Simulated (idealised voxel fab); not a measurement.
process module | voxel capacitor over wiring
In the cross-section labelled cut, the width is 205 nm and each square cell is 5 nm.
A cross-section in this document is a grid of square cells, and it is written down as bands, the top band listed before the ones below it; a band is made up of one or more rows of cells. The band entry comprises the height of the band's top followed by the height of its bottom, expressed in nm, and subsequently the band's materials from left to right, each stated together with its width in nm. Where a single material is marked with the word "edge to edge", that material fills the band from edge to edge. The word "empty" represents empty space. Counting heights begins at 0, where everything beneath is, in the wafer as received, one material. The lowest band has no bottom; it goes on downwards, as "z 0 and below" shows. Note: "30->40" means the width goes from the first number (top row of the band) to the second number (bottom row) in equal steps per row of cells. The designation "all unchanged", where it is given for a processing step, indicates that no cell of the cross-section was altered in the course of that step. Empty spaces without an open route to the top, at least 8 cells in extent, make up the entry "Closed void inventory"; each is given as width x height at distance, where the distance is measured from the left edge, and all are in nm. Text after the settings on a step's line: the simulator's own remark on that step. overlay nm: where the mask lay relative to plan, measured to the right, on steps with a mask; negatives go left. Below you will find pairs of cross-sections. In each, one shows the wafer before one process step and the other after it, with the after view ending at the lowest band that changed. Under each pair is the step separating them, along with its settings. Do not assume the pairs form a chain: they can come from different runs of this module on the same starting wafer, and a pair continues from the pair above it only when its "Pre-process state" entry says so.

# Pre-process state
- z 70 to 65 = SiCN edge to edge
- z 65 to 45 = SiO2: 55, then Ru: 15, then SiO2: 135
- z 45 to 40 = SiCN: 55, then Ru: 15, then SiCN: 135
- z 40 to 15 = SiO2: 50, then TiN: 5, then Cu: 10, then TiN: 5, then SiO2: 65, then TiN: 5, then Cu: 10, then TiN: 5, then SiO2: 50
- z 15 to 10 = SiCN: 50, then TiN: 20, then SiCN: 65, then TiN: 20, then SiCN: 50
- z 10 to 0 = SiO2 edge to edge
- z 0 and below = Si edge to edge
- Closed void inventory: none

# Step Result
- z 75 to 70 = Al2O3 edge to edge
- At heights below 70, the structure remains unaltered.
- Closed void inventory: none
Going from the before section above to the after section, the step was DIRECTIONAL_DEP: material Al2O3, thk nm 5

Pre-process state: see the after view in the pair directly above.

# Step Result
- z 80 to 75 = TiN edge to edge
- At heights below 75, the structure remains unaltered.
- Closed void inventory: none
Going from the before section above to the after section, the step was DIRECTIONAL_DEP: material TiN, thk nm 5

Pre-process state: see the after view in the pair directly above.

# Step Result
- z 80 to 75 = empty: 55, then TiN: 70, then empty: 80
- At heights below 75, the structure remains unaltered.
- Closed void inventory: none
Going from the before section above to the after section, the step was MASKED_ETCH: tone cover, mask id UPPER_PLATE, width nm 70, etch materials TiN, depth nm 5, overlay nm 0

Pre-process state: see the after view in the pair directly above.

# Step Result
- z 80 to 75 = empty: 55, then TiN: 70, then empty: 80
- z 75 to 70 = empty: 55, then Al2O3: 70, then empty: 80
- At heights below 70, the structure remains unaltered.
- Closed void inventory: none
Going from the before section above to the after section, the step was MASKED_ETCH: tone cover, mask id UPPER_PLATE, width nm 70, etch materials Al2O3, depth nm 5, overlay nm 0

Pre-process state: see the after view in the pair directly above.

# Step Result
- z 95 to 80 = SiO2 edge to edge
- z 80 to 75 = SiO2: 55, then TiN: 70, then SiO2: 80
- z 75 to 70 = SiO2: 55, then Al2O3: 70, then SiO2: 80
- At heights below 70, the structure remains unaltered.
- Closed void inventory: none
Going from the before section above to the after section, the step was FILL_DEP: material SiO2, thk nm 15

Pre-process state: see the after view in the pair directly above.

# Step Result
- z 90 to 80 = SiO2 edge to edge
- At heights below 80, the structure remains unaltered.
- Closed void inventory: none
Going from the before section above to the after section, the step was CMP: height nm 90

Pre-process state: see the after view in the pair directly above.

# Step Result
- z 105 to 90 = aC edge to edge
- At heights below 90, the structure remains unaltered.
- Closed void inventory: none
Going from the before section above to the after section, the step was DIRECTIONAL_DEP: material aC, thk nm 15

Pre-process state: see the after view in the pair directly above.

# Step Result
- z 140 to 105 = resist: 65, then empty: 15, then resist: 125
- At heights below 105, the structure remains unaltered.
- Closed void inventory: none
Going from the before section above to the after section, the step was PATTERN: tone open, mask id PLUG_2, material resist, width nm 15, thk nm 35, overlay nm 0

Pre-process state: see the after view in the pair directly above.

# Step Result
- z 125 to 105 = resist: 65, then empty: 15, then resist: 125
- z 105 to 90 = aC: 65, then empty: 15, then aC: 125
- At heights below 90, the structure remains unaltered.
- Closed void inventory: none
Going from the before section above to the after section, the step was DIRECTIONAL_ETCH: etch materials aC, depth nm 15

Pre-process state: see the after view in the pair directly above.

# Step Result
- z 105 to 90 = aC: 65, then empty: 15, then aC: 125
- At heights below 90, the structure remains unaltered.
- Closed void inventory: none
Going from the before section above to the after section, the step was STRIP: etch materials resist

Pre-process state: see the after view in the pair directly above.

# Step Result
- z 105 to 90 = aC: 65, then empty: 15, then aC: 125
- z 90 to 80 = SiO2: 65, then empty: 15, then SiO2: 125
- At heights below 80, the structure remains unaltered.
- Closed void inventory: none
Going from the before section above to the after section, the step was DIRECTIONAL_ETCH: etch materials SiO2, depth nm 10

Pre-process state: see the after view in the pair directly above.

# Step Result
- z 90 to 80 = SiO2: 65, then empty: 15, then SiO2: 125
- At heights below 80, the structure remains unaltered.
- Closed void inventory: none
Going from the before section above to the after section, the step was STRIP: etch materials aC

Pre-process state: see the after view in the pair directly above.

# Step Result
- z 95 to 90 = TiN: 70, then empty: 5, then TiN: 130
- z 90 to 85 = SiO2: 65, then TiN: 5, then empty: 5, then TiN: 5, then SiO2: 125
- z 85 to 75 = SiO2: 65->55, then TiN: 15->70, then SiO2: 125->80
- At heights below 75, the structure remains unaltered.
- Closed void inventory: none
Going from the before section above to the after section, the step was CONFORMAL_DEP: material TiN, thk nm 5

Pre-process state: see the after view in the pair directly above.

# Step Result
- z 100 to 95 = Cu edge to edge
- z 95 to 90 = TiN: 70, then Cu: 5, then TiN: 130
- z 90 to 85 = SiO2: 65, then TiN: 5, then Cu: 5, then TiN: 5, then SiO2: 125
- At heights below 85, the structure remains unaltered.
- Closed void inventory: none
Going from the before section above to the after section, the step was FILL_DEP: material Cu, thk nm 5

Pre-process state: see the after view in the pair directly above.

# Step Result
- z 90 to 85 = SiO2: 65, then TiN: 5, then Cu: 5, then TiN: 5, then SiO2: 125
- At heights below 85, the structure remains unaltered.
- Closed void inventory: none
Going from the before section above to the after section, the step was CMP: height nm 90

Pre-process state: see the after view in the pair directly above.

# Step Result
- z 95 to 90 = SiCN edge to edge
- At heights below 90, the structure remains unaltered.
- Closed void inventory: none
Going from the before section above to the after section, the step was CONFORMAL_DEP: material SiCN, thk nm 5

# Pre-process state
- z 105 to 90 = aC edge to edge
- z 90 to 80 = SiO2 edge to edge
- z 80 to 75 = SiO2: 55, then TiN: 70, then SiO2: 80
- z 75 to 70 = SiO2: 55, then Al2O3: 70, then SiO2: 80
- z 70 to 65 = SiO2: 50, then TiN: 80, then SiO2: 75
- z 65 to 45 = SiO2: 55, then Ru: 15, then SiO2: 135
- z 45 to 40 = SiCN: 55, then Ru: 15, then SiCN: 135
- z 40 to 15 = SiO2: 50, then TiN: 5, then Cu: 10, then TiN: 5, then SiO2: 65, then TiN: 5, then Cu: 10, then TiN: 5, then SiO2: 50
- z 15 to 10 = SiCN: 50, then TiN: 20, then SiCN: 65, then TiN: 20, then SiCN: 50
- z 10 to 0 = SiO2 edge to edge
- z 0 and below = Si edge to edge
- Closed void inventory: none

# Step Result
- z 140 to 105 = empty: 65, then resist: 15, then empty: 125
- At heights below 105, the structure remains unaltered.
- Closed void inventory: none
Going from the before section above to the after section, the step was PATTERN: tone cover, mask id PLUG_2, material resist, width nm 15, thk nm 35, overlay nm 0

Pre-process state: see the after view in the pair directly above.

# Step Result
- z 125 to 105 = empty: 65, then resist: 15, then empty: 125
- z 105 to 90 = empty: 65, then aC: 15, then empty: 125
- At heights below 90, the structure remains unaltered.
- Closed void inventory: none
Going from the before section above to the after section, the step was DIRECTIONAL_ETCH: etch materials aC, depth nm 15

Pre-process state: see the after view in the pair directly above.

# Step Result
- z 105 to 90 = empty: 65, then aC: 15, then empty: 125
- At heights below 90, the structure remains unaltered.
- Closed void inventory: none
Going from the before section above to the after section, the step was STRIP: etch materials resist

Pre-process state: see the after view in the pair directly above.

# Step Result
- z 105 to 90 = empty: 65, then aC: 15, then empty: 125
- z 90 to 80 = empty: 65, then SiO2: 15, then empty: 125
- At heights below 80, the structure remains unaltered.
- Closed void inventory: none
Going from the before section above to the after section, the step was DIRECTIONAL_ETCH: etch materials SiO2, depth nm 10

Pre-process state: see the after view in the pair directly above.

# Step Result
- z 90 to 80 = empty: 65, then SiO2: 15, then empty: 125
- At heights below 80, the structure remains unaltered.
- Closed void inventory: none
Going from the before section above to the after section, the step was STRIP: etch materials aC

Pre-process state: see the after view in the pair directly above.

# Step Result
- z 95 to 90 = empty: 60, then TiN: 25, then empty: 120
- z 90 to 85 = empty: 60, then TiN: 5, then SiO2: 15, then TiN: 5, then empty: 120
- z 85 to 80 = TiN: 65, then SiO2: 15, then TiN: 125
- At heights below 80, the structure remains unaltered.
- Closed void inventory: none
Going from the before section above to the after section, the step was CONFORMAL_DEP: material TiN, thk nm 5

Pre-process state: see the after view in the pair directly above.

# Step Result
- z 100 to 95 = Cu edge to edge
- z 95 to 90 = Cu: 60, then TiN: 25, then Cu: 120
- z 90 to 85 = Cu: 60, then TiN: 5, then SiO2: 15, then TiN: 5, then Cu: 120
- At heights below 85, the structure remains unaltered.
- Closed void inventory: none
Going from the before section above to the after section, the step was FILL_DEP: material Cu, thk nm 5

Pre-process state: see the after view in the pair directly above.

# Step Result
- z 90 to 85 = Cu: 60, then TiN: 5, then SiO2: 15, then TiN: 5, then Cu: 120
- At heights below 85, the structure remains unaltered.
- Closed void inventory: none
Going from the before section above to the after section, the step was CMP: height nm 90

Pre-process state: see the after view in the pair directly above.

# Step Result
- z 95 to 90 = SiCN edge to edge
- At heights below 90, the structure remains unaltered.
- Closed void inventory: none
Going from the before section above to the after section, the step was CONFORMAL_DEP: material SiCN, thk nm 5
